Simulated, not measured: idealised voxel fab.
Process module name: voxel spacer lines
The width of the displayed cross-section, cut, is 175 nm; its cells are square, with a size of 5 nm.
Think of the cross-section as a grid of square cells. We describe it in bands, top to bottom, and each band covers one or more rows of those cells.
A band entry consists of two parts. The first gives the height of the band's top and the height of its bottom, in nm. The rest lists the band's materials from left to right, each with its width in nm. A single material labelled with the word "throughout" fills the band from edge to edge, and the word "blank" marks empty space.
Where do heights start? At 0: under that level the wafer as delivered is made of one material only. And the lowest band has no floor; it just carries on downward, as in "0 -> down".
The width entry "30 to 40" should be interpreted row by row: the top row of cells in the band takes the first number, the bottom row takes the second number, and the change between adjacent rows is uniform throughout.
"remained the same", as given for a step, is the statement that not any cell of the cross-section underwent a change during that step.
Empty spaces counting at least 8 cells and having no open way to the top are listed in "Closed cavities". The notation width x height at distance is used for each, the distance being from the left edge and all three values in nm.
after a step's settings: what the simulator itself notes on the step
overlay nm: mask offset rightward from planned place, masked step; negative means leftward offset.
-- Below is the list of planned process steps
1,RECEIVE, material Si
2,CONFORMAL_DEP, material Al2O3, thk nm 5
3,DIRECTIONAL_DEP, material TiN, thk nm 20
4,DIRECTIONAL_DEP, material aC, thk nm 30
5,PATTERN, tone cover, mask id MANDREL, material resist, width nm 20, pitch nm 60, thk nm 40, overlay nm 0
6,DIRECTIONAL_ETCH, etch materials aC, depth nm 30
7,STRIP, etch materials resist
8,CONFORMAL_DEP, material SiO2, thk nm 10
9,DIRECTIONAL_ETCH, etch materials SiO2, depth nm 10
10,STRIP, etch materials aC
11,DIRECTIONAL_ETCH, etch materials TiN, depth nm 20
12,STRIP, etch materials SiO2
-- Cross-section: wafer on arrival = after step 1
0 -> down = Si throughout
Closed cavities: none
-- Cross-section at module end, one run error; start and plan unchanged from above
25 -> 5 = 5 blank / 10 TiN / 25 blank / 10 TiN / 15 blank / 10 TiN / 25 blank / 10 TiN / 15 blank / 10 TiN / 25 blank / 10 TiN / 5 blank
5 -> 0 = Al2O3 throughout
0 -> down = Si throughout
Closed cavities: none
It is concluded that the wafer was processed incorrectly with respect to the plan, in that step 5 was not run as planned; what actually ran was PATTERN, tone cover, mask id MANDREL, material resist, width nm 25, pitch nm 60, thk nm 40, overlay nm 0
